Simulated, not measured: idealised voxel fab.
The document below concerns the process module designated voxel capacitor over wiring.
Shown is cross-section cut, with a width of 210 nm and square cells of size 5 nm.
Think of the cross-section as a grid of square cells. We describe it in bands, top to bottom, and each band covers one or more rows of those cells. Within each band entry, the heights of the top and of the bottom of the band appear first, in that order and in nm; the materials of the band then follow from left to right, each with its corresponding width in nm. The designation "everywhere" on a single material indicates that it fills the band from edge to edge; the designation "empty" indicates empty space. Below 0: as-received wafer, all one material; heights counted from there. Lowest band: no bottom, goes on down, written "0 and below". A two-number width, for instance "30->40", indicates that the width is equal to the first number in the top row of the band and to the second number in the bottom row, and that it changes by a constant amount per row of cells. "no change" (step): cross-section cells unchanged, all of them. If an empty space has no open way to the top and is at least 8 cells in size, "Enclosed void list" lists it, written width x height at distance, where distance is measured from the left edge and every value is in nm. Past the settings on a step's line: simulator remark, on that step. "overlay nm" denotes, for a step that has a mask, the displacement of the mask to the right of its planned place, with negative values corresponding to the left. Layout of what follows: cross-section pairs, each bracketing one process step, the after cross-section shown only to the lowest band that changed, the step between and its settings noted under each pair. Pairs may originate in different runs of this module on the same starting wafer; a pair continues from the pair above only where its entry headed "State before step" says so.

[State before step]
> 90 down to 85  empty 70 nm  TiN 55 nm  empty 85 nm
> 85 down to 80  empty 70 nm  HfO2 55 nm  empty 85 nm
> 80 down to 75  TiN 55 nm  empty 15 nm  TiN 140 nm
> 75 down to 70  lowk 55 nm  empty 15 nm  lowk 140 nm
> 70 down to 65  lowk 55 nm  TiN 15 nm  lowk 140 nm
> 65 down to 60  lowk 55 nm  HfO2 15 nm  lowk 140 nm
> 60 down to 55  lowk 55 nm  TiN 15 nm  lowk 140 nm
> 55 down to 35  lowk everywhere
> 35 down to 30  SiCN everywhere
> 30 down to 15  SiO2 40 nm  TiN 5 nm  Cu 20 nm  TiN 5 nm  SiO2 65 nm  TiN 5 nm  Cu 20 nm  TiN 5 nm  SiO2 45 nm
> 15 down to 10  SiCN 40 nm  TiN 30 nm  SiCN 65 nm  TiN 30 nm  SiCN 45 nm
> 10 down to 0  SiO2 everywhere
> 0 and below  Si everywhere
> Enclosed void list: none

[Step Outcome]
> 90 down to 85  empty 70 nm  TiN 55 nm  empty 85 nm
> 85 down to 80  empty 70 nm  HfO2 55 nm  empty 85 nm
> 80 down to 75  empty 50 nm  TiN 5 nm  empty 15 nm  TiN 60 nm  empty 80 nm
> Beneath the level 75, the cross-section is identical to its previous state.
> Enclosed void list: none
The cross-sections above show the structure before and after this step: MASKED_ETCH with tone cover, mask id LOWER_PLATE, width nm 80, etch materials TiN, depth nm 5, overlay nm 0

State before step: after-step cross-section of the pair just above applies.

[Step Outcome]
> 105 down to 90  SiO2 everywhere
> 90 down to 85  SiO2 70 nm  TiN 55 nm  SiO2 85 nm
> 85 down to 80  SiO2 70 nm  HfO2 55 nm  SiO2 85 nm
> 80 down to 75  SiO2 50 nm  TiN 5 nm  SiO2 15 nm  TiN 60 nm  SiO2 80 nm
> 75 down to 70  lowk 55 nm  SiO2 15 nm  lowk 140 nm
> Beneath the level 70, the cross-section is identical to its previous state.
> Enclosed void list: none
The cross-sections above show the structure before and after this step: FILL_DEP with material SiO2, thk nm 15

State before step: after-step cross-section of the pair just above applies.

[Step Outcome]
> 80 down to 75  SiO2 50 nm  TiN 5 nm  SiO2 15 nm  TiN 60 nm  SiO2 80 nm
> Beneath the level 75, the cross-section is identical to its previous state.
> Enclosed void list: none
The cross-sections above show the structure before and after this step: CMP with height nm 80

State before step: after-step cross-section of the pair just above applies.

[Step Outcome]
> 95 down to 80  aC everywhere
> Beneath the level 80, the cross-section is identical to its previous state.
> Enclosed void list: none
The cross-sections above show the structure before and after this step: DIRECTIONAL_DEP with material aC, thk nm 15

State before step: after-step cross-section of the pair just above applies.

[Step Outcome]
> 125 down to 95  resist 65 nm  empty 15 nm  resist 130 nm
> Beneath the level 95, the cross-section is identical to its previous state.
> Enclosed void list: none
The cross-sections above show the structure before and after this step: PATTERN with tone open, mask id PLUG_2, material resist, width nm 15, thk nm 30, overlay nm 0

State before step: after-step cross-section of the pair just above applies.

[Step Outcome]
> 110 down to 95  resist 65 nm  empty 15 nm  resist 130 nm
> 95 down to 80  aC 65 nm  empty 15 nm  aC 130 nm
> Beneath the level 80, the cross-section is identical to its previous state.
> Enclosed void list: none
The cross-sections above show the structure before and after this step: DIRECTIONAL_ETCH with etch materials aC, depth nm 15

State before step: after-step cross-section of the pair just above applies.

[Step Outcome]
> 95 down to 80  aC 65 nm  empty 15 nm  aC 130 nm
> Beneath the level 80, the cross-section is identical to its previous state.
> Enclosed void list: none
The cross-sections above show the structure before and after this step: STRIP with etch materials resist

State before step: after-step cross-section of the pair just above applies.

[Step Outcome]
> 95 down to 80  aC 65 nm  empty 15 nm  aC 130 nm
> 80 down to 75  SiO2 50 nm  TiN 5 nm  SiO2 10 nm  empty 5 nm  TiN 60 nm  SiO2 80 nm
> 75 down to 70  lowk 55 nm  SiO2 10 nm  empty 5 nm  lowk 140 nm
> Beneath the level 70, the cross-section is identical to its previous state.
> Enclosed void list: none
The cross-sections above show the structure before and after this step: DIRECTIONAL_ETCH with etch materials SiO2, depth nm 10

State before step: after-step cross-section of the pair just above applies.

[Step Outcome]
> 80 down to 75  SiO2 50 nm  TiN 5 nm  SiO2 10 nm  empty 5 nm  TiN 60 nm  SiO2 80 nm
> Beneath the level 75, the cross-section is identical to its previous state.
> Enclosed void list: none
The cross-sections above show the structure before and after this step: STRIP with etch materials aC

State before step: after-step cross-section of the pair just above applies.

[Step Outcome]
> 85 down to 80  TiN everywhere
> 80 down to 75  SiO2 50 nm  TiN 5 nm  SiO2 10 nm  TiN 65 nm  SiO2 80 nm
> 75 down to 70  lowk 55 nm  SiO2 10 nm  TiN 5 nm  lowk 140 nm
> Beneath the level 70, the cross-section is identical to its previous state.
> Enclosed void list: none
The cross-sections above show the structure before and after this step: CONFORMAL_DEP with material TiN, thk nm 5

State before step: after-step cross-section of the pair just above applies.

[Step Outcome]
> 90 down to 85  W everywhere
> Beneath the level 85, the cross-section is identical to its previous state.
> Enclosed void list: none
The cross-sections above show the structure before and after this step: FILL_DEP with material W, thk nm 5

State before step: after-step cross-section of the pair just above applies.

[Step Outcome]
> 80 down to 75  SiO2 50 nm  TiN 5 nm  SiO2 10 nm  TiN 65 nm  SiO2 80 nm
> Beneath the level 75, the cross-section is identical to its previous state.
> Enclosed void list: none
The cross-sections above show the structure before and after this step: CMP with height nm 80

State before step: after-step cross-section of the pair just above applies.

[Step Outcome]
> 85 down to 80  SiN everywhere
> Beneath the level 80, the cross-section is identical to its previous state.
> Enclosed void list: none
The cross-sections above show the structure before and after this step: CONFORMAL_DEP with material SiN, thk nm 5

[State before step]
> 5 down to 0  SiCN everywhere
> 0 and below  Si everywhere
> Enclosed void list: none

[Step Outcome]
> 15 down to 5  SiO2 everywhere
> Beneath the level 5, the cross-section is identical to its previous state.
> Enclosed void list: none
The cross-sections above show the structure before and after this step: CONFORMAL_DEP with material SiO2, thk nm 10

State before step: after-step cross-section of the pair just above applies.

[Step Outcome]
> 30 down to 5  SiO2 everywhere
> Beneath the level 5, the cross-section is identical to its previous state.
> Enclosed void list: none
The cross-sections above show the structure before and after this step: DIRECTIONAL_DEP with material SiO2, thk nm 15

State before step: after-step cross-section of the pair just above applies.

[Step Outcome]
> 50 down to 30  resist 40 nm  empty 30 nm  resist 65 nm  empty 30 nm  resist 45 nm
> Beneath the level 30, the cross-section is identical to its previous state.
> Enclosed void list: none
The cross-sections above show the structure before and after this step: PATTERN with tone open, mask id METAL_1, material resist, width nm 30, pitch nm 95, thk nm 20, overlay nm 0

State before step: after-step cross-section of the pair just above applies.

[Step Outcome]
> 50 down to 30  resist 40 nm  empty 30 nm  resist 65 nm  empty 30 nm  resist 45 nm
> 30 down to 15  SiO2 40 nm  empty 30 nm  SiO2 65 nm  empty 30 nm  SiO2 45 nm
> Beneath the level 15, the cross-section is identical to its previous state.
> Enclosed void list: none
The cross-sections above show the structure before and after this step: DIRECTIONAL_ETCH with etch materials SiO2, depth nm 15

State before step: after-step cross-section of the pair just above applies.

[Step Outcome]
> 30 down to 15  SiO2 40 nm  empty 30 nm  SiO2 65 nm  empty 30 nm  SiO2 45 nm
> Beneath the level 15, the cross-section is identical to its previous state.
> Enclosed void list: none
The cross-sections above show the structure before and after this step: STRIP with etch materials resist

State before step: after-step cross-section of the pair just above applies.

[Step Outcome]
> 35 down to 30  TiN 45 nm  empty 20 nm  TiN 75 nm  empty 20 nm  TiN 50 nm
> 30 down to 20  SiO2 40 nm  TiN 5 nm  empty 20 nm  TiN 5 nm  SiO2 65 nm  TiN 5 nm  empty 20 nm  TiN 5 nm  SiO2 45 nm
> 20 down to 15  SiO2 40 nm  TiN 30 nm  SiO2 65 nm  TiN 30 nm  SiO2 45 nm
> Beneath the level 15, the cross-section is identical to its previous state.
> Enclosed void list: none
The cross-sections above show the structure before and after this step: CONFORMAL_DEP with material TiN, thk nm 5

State before step: after-step cross-section of the pair just above applies.

[Step Outcome]
> 40 down to 35  Cu everywhere
> 35 down to 30  TiN 45 nm  Cu 20 nm  TiN 75 nm  Cu 20 nm  TiN 50 nm
> 30 down to 20  SiO2 40 nm  TiN 5 nm  Cu 20 nm  TiN 5 nm  SiO2 65 nm  TiN 5 nm  Cu 20 nm  TiN 5 nm  SiO2 45 nm
> Beneath the level 20, the cross-section is identical to its previous state.
> Enclosed void list: none
The cross-sections above show the structure before and after this step: FILL_DEP with material Cu, thk nm 5

State before step: after-step cross-section of the pair just above applies.

[Step Outcome]
> 30 down to 20  SiO2 40 nm  TiN 5 nm  Cu 20 nm  TiN 5 nm  SiO2 65 nm  TiN 5 nm  Cu 20 nm  TiN 5 nm  SiO2 45 nm
> Beneath the level 20, the cross-section is identical to its previous state.
> Enclosed void list: none
The cross-sections above show the structure before and after this step: CMP with height nm 30

State before step: after-step cross-section of the pair just above applies.

[Step Outcome]
> 35 down to 30  SiCN everywhere
> Beneath the level 30, the cross-section is identical to its previous state.
> Enclosed void list: none
The cross-sections above show the structure before and after this step: CONFORMAL_DEP with material SiCN, thk nm 5

State before step: after-step cross-section of the pair just above applies.

[Step Outcome]
> 55 down to 35  lowk everywhere
> Beneath the level 35, the cross-section is identical to its previous state.
> Enclosed void list: none
The cross-sections above show the structure before and after this step: DIRECTIONAL_DEP with material lowk, thk nm 20

State before step: after-step cross-section of the pair just above applies.

[Step Outcome]
> 70 down to 55  resist 55 nm  empty 15 nm  resist 140 nm
> Beneath the level 55, the cross-section is identical to its previous state.
> Enclosed void list: none
The cross-sections above show the structure before and after this step: PATTERN with tone open, mask id PLUG_1, material resist, width nm 15, thk nm 15, overlay nm 0

State before step: after-step cross-section of the pair just above applies.

[Step Outcome]
> 70 down to 55  resist 55 nm  empty 15 nm  resist 140 nm
> 55 down to 35  lowk 55 nm  empty 15 nm  lowk 140 nm
> Beneath the level 35, the cross-section is identical to its previous state.
> Enclosed void list: none
The cross-sections above show the structure before and after this step: DIRECTIONAL_ETCH with etch materials lowk, depth nm 20

State before step: after-step cross-section of the pair just above applies.

[Step Outcome]
> 70 down to 55  resist 55 nm  empty 15 nm  resist 140 nm
> 55 down to 35  lowk 55 nm  empty 15 nm  lowk 140 nm
> 35 down to 30  SiCN 55 nm  empty 15 nm  SiCN 140 nm
> Beneath the level 30, the cross-section is identical to its previous state.
> Enclosed void list: none
The cross-sections above show the structure before and after this step: DIRECTIONAL_ETCH with etch materials SiCN, depth nm 5

State before step: after-step cross-section of the pair just above applies.

[Step Outcome]
> 55 down to 35  lowk 55 nm  empty 15 nm  lowk 140 nm
> Beneath the level 35, the cross-section is identical to its previous state.
> Enclosed void list: none
The cross-sections above show the structure before and after this step: STRIP with etch materials resist

State before step: after-step cross-section of the pair just above applies.

[Step Outcome]
> 55 down to 40  lowk 55 nm  empty 15 nm  lowk 140 nm
> 40 down to 35  lowk 55 nm  Ru 15 nm  lowk 140 nm
> 35 down to 30  SiCN 55 nm  Ru 15 nm  SiCN 140 nm
> Beneath the level 30, the cross-section is identical to its previous state.
> Enclosed void list: none
The cross-sections above show the structure before and after this step: EPI with material Ru, thk nm 10

State before step: after-step cross-section of the pair just above applies.

[Step Outcome]
> 55 down to 50  lowk 55 nm  empty 15 nm  lowk 140 nm
> 50 down to 35  lowk 55 nm  Ru 15 nm  lowk 140 nm
> Beneath the level 35, the cross-section is identical to its previous state.
> Enclosed void list: none
The cross-sections above show the structure before and after this step: EPI with material Ru, thk nm 10

State before step: after-step cross-section of the pair just above applies.

[Step Outcome]
> 55 down to 35  lowk 55 nm  Ru 15 nm  lowk 140 nm
> Beneath the level 35, the cross-section is identical to its previous state.
> Enclosed void list: none
The cross-sections above show the structure before and after this step: EPI with material Ru, thk nm 5

State before step: after-step cross-section of the pair just above applies.

[Step Outcome]
> 60 down to 55  TiN everywhere
> Beneath the level 55, the cross-section is identical to its previous state.
> Enclosed void list: none
The cross-sections above show the structure before and after this step: DIRECTIONAL_DEP with material TiN, thk nm 5

State before step: after-step cross-section of the pair just above applies.

[Step Outcome]
> 65 down to 60  HfO2 everywhere
> Beneath the level 60, the cross-section is identical to its previous state.
> Enclosed void list: none
The cross-sections above show the structure before and after this step: DIRECTIONAL_DEP with material HfO2, thk nm 5

State before step: after-step cross-section of the pair just above applies.

[Step Outcome]
> 70 down to 65  TiN everywhere
> Beneath the level 65, the cross-section is identical to its previous state.
> Enclosed void list: none
The cross-sections above show the structure before and after this step: DIRECTIONAL_DEP with material TiN, thk nm 5

State before step: after-step cross-section of the pair just above applies.

[Step Outcome]
> 70 down to 65  empty 55 nm  TiN 70 nm  empty 85 nm
> Beneath the level 65, the cross-section is identical to its previous state.
> Enclosed void list: none
The cross-sections above show the structure before and after this step: MASKED_ETCH with tone cover, mask id UPPER_PLATE, width nm 70, etch materials TiN, depth nm 5, overlay nm 0

State before step: after-step cross-section of the pair just above applies.

[Step Outcome]
> 70 down to 65  empty 55 nm  TiN 70 nm  empty 85 nm
> 65 down to 60  empty 55 nm  HfO2 70 nm  empty 85 nm
> Beneath the level 60, the cross-section is identical to its previous state.
> Enclosed void list: none
The cross-sections above show the structure before and after this step: MASKED_ETCH with tone cover, mask id UPPER_PLATE, width nm 70, etch materials HfO2, depth nm 5, overlay nm 0

State before step: after-step cross-section of the pair just above applies.

[Step Outcome]
> 70 down to 65  empty 55 nm  TiN 70 nm  empty 85 nm
> 65 down to 60  empty 55 nm  HfO2 70 nm  empty 85 nm
> 60 down to 55  empty 50 nm  TiN 80 nm  empty 80 nm
> Beneath the level 55, the cross-section is identical to its previous state.
> Enclosed void list: none
The cross-sections above show the structure before and after this step: MASKED_ETCH with tone cover, mask id LOWER_PLATE, width nm 80, etch materials TiN, depth nm 5, overlay nm 0

State before step: after-step cross-section of the pair just above applies.

[Step Outcome]
> 85 down to 70  SiO2 everywhere
> 70 down to 65  SiO2 55 nm  TiN 70 nm  SiO2 85 nm
> 65 down to 60  SiO2 55 nm  HfO2 70 nm  SiO2 85 nm
> 60 down to 55  SiO2 50 nm  TiN 80 nm  SiO2 80 nm
> Beneath the level 55, the cross-section is identical to its previous state.
> Enclosed void list: none
The cross-sections above show the structure before and after this step: FILL_DEP with material SiO2, thk nm 15

State before step: after-step cross-section of the pair just above applies.

[Step Outcome]
> 80 down to 70  SiO2 everywhere
> Beneath the level 70, the cross-section is identical to its previous state.
> Enclosed void list: none
The cross-sections above show the structure before and after this step: CMP with height nm 80

State before step: after-step cross-section of the pair just above applies.

[Step Outcome]
> 95 down to 80  aC everywhere
> Beneath the level 80, the cross-section is identical to its previous state.
> Enclosed void list: none
The cross-sections above show the structure before and after this step: DIRECTIONAL_DEP with material aC, thk nm 15

State before step: after-step cross-section of the pair just above applies.

[Step Outcome]
> 125 down to 95  resist 65 nm  empty 15 nm  resist 130 nm
> Beneath the level 95, the cross-section is identical to its previous state.
> Enclosed void list: none
The cross-sections above show the structure before and after this step: PATTERN with tone open, mask id PLUG_2, material resist, width nm 15, thk nm 30, overlay nm 0

State before step: after-step cross-section of the pair just above applies.

[Step Outcome]
> 110 down to 95  resist 65 nm  empty 15 nm  resist 130 nm
> 95 down to 80  aC 65 nm  empty 15 nm  aC 130 nm
> Beneath the level 80, the cross-section is identical to its previous state.
> Enclosed void list: none
The cross-sections above show the structure before and after this step: DIRECTIONAL_ETCH with etch materials aC, depth nm 15

State before step: after-step cross-section of the pair just above applies.

[Step Outcome]
> 95 down to 80  aC 65 nm  empty 15 nm  aC 130 nm
> Beneath the level 80, the cross-section is identical to its previous state.
> Enclosed void list: none
The cross-sections above show the structure before and after this step: STRIP with etch materials resist

State before step: after-step cross-section of the pair just above applies.

[Step Outcome]
> 95 down to 80  aC 65 nm  empty 15 nm  aC 130 nm
> 80 down to 70  SiO2 65 nm  empty 15 nm  SiO2 130 nm
> Beneath the level 70, the cross-section is identical to its previous state.
> Enclosed void list: none
The cross-sections above show the structure before and after this step: DIRECTIONAL_ETCH with etch materials SiO2, depth nm 10

State before step: after-step cross-section of the pair just above applies.

[Step Outcome]
> 80 down to 70  SiO2 65 nm  empty 15 nm  SiO2 130 nm
> Beneath the level 70, the cross-section is identical to its previous state.
> Enclosed void list: none
The cross-sections above show the structure before and after this step: STRIP with etch materials aC

State before step: after-step cross-section of the pair just above applies.

[Step Outcome]
> 85 down to 80  TiN 70 nm  empty 5 nm  TiN 135 nm
> 80 down to 75  SiO2 65 nm  TiN 5 nm  empty 5 nm  TiN 5 nm  SiO2 130 nm
> 75 down to 65  SiO2 65->55 nm  TiN 15->70 nm  SiO2 130->85 nm
> Beneath the level 65, the cross-section is identical to its previous state.
> Enclosed void list: none
The cross-sections above show the structure before and after this step: CONFORMAL_DEP with material TiN, thk nm 5

State before step: after-step cross-section of the pair just above applies.

[Step Outcome]
> 90 down to 85  W everywhere
> 85 down to 80  TiN 70 nm  W 5 nm  TiN 135 nm
> 80 down to 75  SiO2 65 nm  TiN 5 nm  W 5 nm  TiN 5 nm  SiO2 130 nm
> Beneath the level 75, the cross-section is identical to its previous state.
> Enclosed void list: none
The cross-sections above show the structure before and after this step: FILL_DEP with material W, thk nm 5

State before step: after-step cross-section of the pair just above applies.

[Step Outcome]
> 80 down to 75  SiO2 65 nm  TiN 5 nm  W 5 nm  TiN 5 nm  SiO2 130 nm
> Beneath the level 75, the cross-section is identical to its previous state.
> Enclosed void list: none
The cross-sections above show the structure before and after this step: CMP with height nm 80

State before step: after-step cross-section of the pair just above applies.

[Step Outcome]
> 85 down to 80  SiN everywhere
> Beneath the level 80, the cross-section is identical to its previous state.
> Enclosed void list: none
The cross-sections above show the structure before and after this step: CONFORMAL_DEP with material SiN, thk nm 5

[State before step]
> 85 down to 70  SiO2 everywhere
> 70 down to 65  SiO2 55 nm  TiN 70 nm  SiO2 85 nm
> 65 down to 60  SiO2 55 nm  HfO2 70 nm  SiO2 85 nm
> 60 down to 55  SiO2 50 nm  TiN 80 nm  SiO2 80 nm
> 55 down to 35  lowk 55 nm  Ru 15 nm  lowk 140 nm
> 35 down to 30  SiCN 55 nm  Ru 15 nm  SiCN 140 nm
> 30 down to 15  SiO2 40 nm  TiN 5 nm  Cu 20 nm  TiN 5 nm  SiO2 65 nm  TiN 5 nm  Cu 20 nm  TiN 5 nm  SiO2 45 nm
> 15 down to 10  SiCN 40 nm  TiN 30 nm  SiCN 65 nm  TiN 30 nm  SiCN 45 nm
> 10 down to 0  SiO2 everywhere
> 0 and below  Si everywhere
> Enclosed void list: none

[Step Outcome]
> 75 down to 70  SiO2 everywhere
> Beneath the level 70, the cross-section is identical to its previous state.
> Enclosed void list: none
The cross-sections above show the structure before and after this step: CMP with height nm 75

State before step: after-step cross-section of the pair just above applies.

[Step Outcome]
> 90 down to 75  aC everywhere
> Beneath the level 75, the cross-section is identical to its previous state.
> Enclosed void list: none
The cross-sections above show the structure before and after this step: DIRECTIONAL_DEP with material aC, thk nm 15

State before step: after-step cross-section of the pair just above applies.

[Step Outcome]
> 120 down to 90  resist 65 nm  empty 15 nm  resist 130 nm
> Beneath the level 90, the cross-section is identical to its previous state.
> Enclosed void list: none
The cross-sections above show the structure before and after this step: PATTERN with tone open, mask id PLUG_2, material resist, width nm 15, thk nm 30, overlay nm 0

State before step: after-step cross-section of the pair just above applies.

[Step Outcome]
> 105 down to 90  resist 65 nm  empty 15 nm  resist 130 nm
> 90 down to 75  aC 65 nm  empty 15 nm  aC 130 nm
> Beneath the level 75, the cross-section is identical to its previous state.
> Enclosed void list: none
The cross-sections above show the structure before and after this step: DIRECTIONAL_ETCH with etch materials aC, depth nm 15

State before step: after-step cross-section of the pair just above applies.

[Step Outcome]
> 90 down to 75  aC 65 nm  empty 15 nm  aC 130 nm
> Beneath the level 75, the cross-section is identical to its previous state.
> Enclosed void list: none
The cross-sections above show the structure before and after this step: STRIP with etch materials resist

State before step: after-step cross-section of the pair just above applies.

[Step Outcome]
> 90 down to 75  aC 65 nm  empty 15 nm  aC 130 nm
> 75 down to 70  SiO2 65 nm  empty 15 nm  SiO2 130 nm
> Beneath the level 70, the cross-section is identical to its previous state.
> Enclosed void list: none
The cross-sections above show the structure before and after this step: DIRECTIONAL_ETCH with etch materials SiO2, depth nm 10

State before step: after-step cross-section of the pair just above applies.

[Step Outcome]
> 75 down to 70  SiO2 65 nm  empty 15 nm  SiO2 130 nm
> Beneath the level 70, the cross-section is identical to its previous state.
> Enclosed void list: none
The cross-sections above show the structure before and after this step: STRIP with etch materials aC

State before step: after-step cross-section of the pair just above applies.

[Step Outcome]
> 80 down to 75  TiN 70 nm  empty 5 nm  TiN 135 nm
> 75 down to 65  SiO2 65->55 nm  TiN 15->70 nm  SiO2 130->85 nm
> Beneath the level 65, the cross-section is identical to its previous state.
> Enclosed void list: none
The cross-sections above show the structure before and after this step: CONFORMAL_DEP with material TiN, thk nm 5

State before step: after-step cross-section of the pair just above applies.

[Step Outcome]
> 85 down to 80  W everywhere
> 80 down to 75  TiN 70 nm  W 5 nm  TiN 135 nm
> Beneath the level 75, the cross-section is identical to its previous state.
> Enclosed void list: none
The cross-sections above show the structure before and after this step: FILL_DEP with material W, thk nm 5

State before step: after-step cross-section of the pair just above applies.

[Step Outcome]
> 80 down to 75  TiN 70 nm  W 5 nm  TiN 135 nm
> Beneath the level 75, the cross-section is identical to its previous state.
> Enclosed void list: none
The cross-sections above show the structure before and after this step: CMP with height nm 80

State before step: after-step cross-section of the pair just above applies.

[Step Outcome]
> 85 down to 80  SiN everywhere
> Beneath the level 80, the cross-section is identical to its previous state.
> Enclosed void list: none
The cross-sections above show the structure before and after this step: CONFORMAL_DEP with material SiN, thk nm 5

[State before step]
> 70 down to 65  TiN everywhere
> 65 down to 60  HfO2 everywhere
> 60 down to 55  TiN everywhere
> 55 down to 35  lowk 55 nm  Ru 15 nm  lowk 140 nm
> 35 down to 30  SiCN 55 nm  Ru 15 nm  SiCN 140 nm
> 30 down to 15  SiO2 40 nm  TiN 5 nm  Cu 20 nm  TiN 5 nm  SiO2 65 nm  TiN 5 nm  Cu 20 nm  TiN 5 nm  SiO2 45 nm
> 15 down to 10  SiCN 40 nm  TiN 30 nm  SiCN 65 nm  TiN 30 nm  SiCN 45 nm
> 10 down to 0  SiO2 everywhere
> 0 and below  Si everywhere
> Enclosed void list: none

[Step Outcome]
> 70 down to 65  empty 55 nm  TiN 75 nm  empty 80 nm
> Beneath the level 65, the cross-section is identical to its previous state.
> Enclosed void list: none
The cross-sections above show the structure before and after this step: MASKED_ETCH with tone cover, mask id UPPER_PLATE, width nm 75, etch materials TiN, depth nm 5, overlay nm 0

State before step: after-step cross-section of the pair just above applies.

[Step Outcome]
> 70 down to 65  empty 55 nm  TiN 75 nm  empty 80 nm
> 65 down to 60  empty 55 nm  HfO2 75 nm  empty 80 nm
> Beneath the level 60, the cross-section is identical to its previous state.
> Enclosed void list: none
The cross-sections above show the structure before and after this step: MASKED_ETCH with tone cover, mask id UPPER_PLATE, width nm 70, etch materials HfO2, depth nm 5, overlay nm 0

State before step: after-step cross-section of the pair just above applies.

[Step Outcome]
> 70 down to 65  empty 55 nm  TiN 75 nm  empty 80 nm
> 65 down to 60  empty 55 nm  HfO2 75 nm  empty 80 nm
> 60 down to 55  empty 50 nm  TiN 80 nm  empty 80 nm
> Beneath the level 55, the cross-section is identical to its previous state.
> Enclosed void list: none
The cross-sections above show the structure before and after this step: MASKED_ETCH with tone cover, mask id LOWER_PLATE, width nm 80, etch materials TiN, depth nm 5, overlay nm 0

State before step: after-step cross-section of the pair just above applies.

[Step Outcome]
> 85 down to 70  SiO2 everywhere
> 70 down to 65  SiO2 55 nm  TiN 75 nm  SiO2 80 nm
> 65 down to 60  SiO2 55 nm  HfO2 75 nm  SiO2 80 nm
> 60 down to 55  SiO2 50 nm  TiN 80 nm  SiO2 80 nm
> Beneath the level 55, the cross-section is identical to its previous state.
> Enclosed void list: none
The cross-sections above show the structure before and after this step: FILL_DEP with material SiO2, thk nm 15

State before step: after-step cross-section of the pair just above applies.

[Step Outcome]
> 80 down to 70  SiO2 everywhere
> Beneath the level 70, the cross-section is identical to its previous state.
> Enclosed void list: none
The cross-sections above show the structure before and after this step: CMP with height nm 80

State before step: after-step cross-section of the pair just above applies.

[Step Outcome]
> 95 down to 80  aC everywhere
> Beneath the level 80, the cross-section is identical to its previous state.
> Enclosed void list: none
The cross-sections above show the structure before and after this step: DIRECTIONAL_DEP with material aC, thk nm 15

State before step: after-step cross-section of the pair just above applies.

[Step Outcome]
> 125 down to 95  resist 65 nm  empty 15 nm  resist 130 nm
> Beneath the level 95, the cross-section is identical to its previous state.
> Enclosed void list: none
The cross-sections above show the structure before and after this step: PATTERN with tone open, mask id PLUG_2, material resist, width nm 15, thk nm 30, overlay nm 0

State before step: after-step cross-section of the pair just above applies.

[Step Outcome]
> 110 down to 95  resist 65 nm  empty 15 nm  resist 130 nm
> 95 down to 80  aC 65 nm  empty 15 nm  aC 130 nm
> Beneath the level 80, the cross-section is identical to its previous state.
> Enclosed void list: none
The cross-sections above show the structure before and after this step: DIRECTIONAL_ETCH with etch materials aC, depth nm 15

State before step: after-step cross-section of the pair just above applies.

[Step Outcome]
> 95 down to 80  aC 65 nm  empty 15 nm  aC 130 nm
> Beneath the level 80, the cross-section is identical to its previous state.
> Enclosed void list: none
The cross-sections above show the structure before and after this step: STRIP with etch materials resist

State before step: after-step cross-section of the pair just above applies.

[Step Outcome]
> 95 down to 80  aC 65 nm  empty 15 nm  aC 130 nm
> 80 down to 70  SiO2 65 nm  empty 15 nm  SiO2 130 nm
> Beneath the level 70, the cross-section is identical to its previous state.
> Enclosed void list: none
The cross-sections above show the structure before and after this step: DIRECTIONAL_ETCH with etch materials SiO2, depth nm 10

State before step: after-step cross-section of the pair just above applies.

[Step Outcome]
> 80 down to 70  SiO2 65 nm  empty 15 nm  SiO2 130 nm
> Beneath the level 70, the cross-section is identical to its previous state.
> Enclosed void list: none
The cross-sections above show the structure before and after this step: STRIP with etch materials aC

State before step: after-step cross-section of the pair just above applies.

[Step Outcome]
> 85 down to 80  TiN 70 nm  empty 5 nm  TiN 135 nm
> 80 down to 75  SiO2 65 nm  TiN 5 nm  empty 5 nm  TiN 5 nm  SiO2 130 nm
> 75 down to 65  SiO2 65->55 nm  TiN 15->75 nm  SiO2 130->80 nm
> Beneath the level 65, the cross-section is identical to its previous state.
> Enclosed void list: none
The cross-sections above show the structure before and after this step: CONFORMAL_DEP with material TiN, thk nm 5

State before step: after-step cross-section of the pair just above applies.

[Step Outcome]
> 90 down to 85  W everywhere
> 85 down to 80  TiN 70 nm  W 5 nm  TiN 135 nm
> 80 down to 75  SiO2 65 nm  TiN 5 nm  W 5 nm  TiN 5 nm  SiO2 130 nm
> Beneath the level 75, the cross-section is identical to its previous state.
> Enclosed void list: none
The cross-sections above show the structure before and after this step: FILL_DEP with material W, thk nm 5

State before step: after-step cross-section of the pair just above applies.

[Step Outcome]
> 80 down to 75  SiO2 65 nm  TiN 5 nm  W 5 nm  TiN 5 nm  SiO2 130 nm
> Beneath the level 75, the cross-section is identical to its previous state.
> Enclosed void list: none
The cross-sections above show the structure before and after this step: CMP with height nm 80

State before step: after-step cross-section of the pair just above applies.

[Step Outcome]
> 85 down to 80  SiN everywhere
> Beneath the level 80, the cross-section is identical to its previous state.
> Enclosed void list: none
The cross-sections above show the structure before and after this step: CONFORMAL_DEP with material SiN, thk nm 5

[State before step]
> 30 down to 15  SiO2 everywhere
> 15 down to 10  SiCN everywhere
> 10 down to 0  SiO2 everywhere
> 0 and below  Si everywhere
> Enclosed void list: none

[Step Outcome]
> 50 down to 30  resist 35 nm  empty 30 nm  resist 65 nm  empty 30 nm  resist 50 nm
> Beneath the level 30, the cross-section is identical to its previous state.
> Enclosed void list: none
The cross-sections above show the structure before and after this step: PATTERN with tone open, mask id METAL_1, material resist, width nm 30, pitch nm 95, thk nm 20, overlay nm -5

State before step: after-step cross-section of the pair just above applies.

[Step Outcome]
> 50 down to 30  resist 35 nm  empty 30 nm  resist 65 nm  empty 30 nm  resist 50 nm
> 30 down to 15  SiO2 35 nm  empty 30 nm  SiO2 65 nm  empty 30 nm  SiO2 50 nm
> Beneath the level 15, the cross-section is identical to its previous state.
> Enclosed void list: none
The cross-sections above show the structure before and after this step: DIRECTIONAL_ETCH with etch materials SiO2, depth nm 15

State before step: after-step cross-section of the pair just above applies.

[Step Outcome]
> 50 down to 30  resist 35 nm  empty 30 nm  resist 65 nm  empty 30 nm  resist 50 nm
> 30 down to 15  SiO2 35 nm  empty 30 nm  SiO2 65 nm  empty 30 nm  SiO2 50 nm
> 15 down to 10  SiCN 35 nm  empty 30 nm  SiCN 65 nm  empty 30 nm  SiCN 50 nm
> Beneath the level 10, the cross-section is identical to its previous state.
> Enclosed void list: none
The cross-sections above show the structure before and after this step: DIRECTIONAL_ETCH with etch materials SiCN, depth nm 5

State before step: after-step cross-section of the pair just above applies.

[Step Outcome]
> 30 down to 15  SiO2 35 nm  empty 30 nm  SiO2 65 nm  empty 30 nm  SiO2 50 nm
> Beneath the level 15, the cross-section is identical to its previous state.
> Enclosed void list: none
The cross-sections above show the structure before and after this step: STRIP with etch materials resist
